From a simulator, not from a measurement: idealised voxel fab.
process module | voxel lift off
cross-section cut | 250 nm wide | cells 5 nm
A cross-section is a grid of square cells, given in bands from the top down. A band is one or more rows of cells.
Each band's line starts with the height of the band's top and of its bottom, in nm. Then come its materials from left to right, each with its width in nm. One material with "throughout" fills the band from edge to edge. "air" is empty space.
Height 0 is the level under which the wafer as received is all one material. The lowest band goes on downwards, as in "0 down".
A width such as "30 to 40" changes by the same amount from each row of cells to the next, from the band's top row to its bottom row.
"no change" after a step means that no cell of the cross-section changed.
closed voids: empty space of 8 cells or more with no open way to the top, each as width x height at its distance from the left edge, in nm
after a step's settings: what the simulator itself notes on the step
overlay nm, on a step with a mask: how far to the right of its planned place the mask lay; to the left if negative
plan
1 op RECEIVE | material Si
2 op CONFORMAL_DEP | material SiN | thk nm 15
3 op PATTERN | tone open | mask id LINES | material resist | width nm 20 | pitch nm 50 | thk nm 20 | overlay nm 0
4 op DIRECTIONAL_DEP | material Ru | thk nm 10
5 op STRIP | etch materials resist
6 op CONFORMAL_DEP | material SiCN | thk nm 5
as received, after step 1
  0 down: Si throughout
  closed voids: none
a wafer at the end: this start, this plan, one mistake
  30 to 25: air 90 | SiCN 25 | air 25 | SiCN 25 | air 85
  25 to 20: air 90 | SiCN 5 | Ru 15 | SiCN 5 | air 25 | SiCN 5 | Ru 15 | SiCN 5 | air 85
  20 to 15: SiCN 95 | Ru 15 | SiCN 35 | Ru 15 | SiCN 90
  15 to 0: SiN throughout
  0 down: Si throughout
  closed voids: none
what went wrong: step 3 ran as: op PATTERN | tone open | mask id LINES | material resist | width nm 15 | pitch nm 50 | thk nm 20 | overlay nm 0
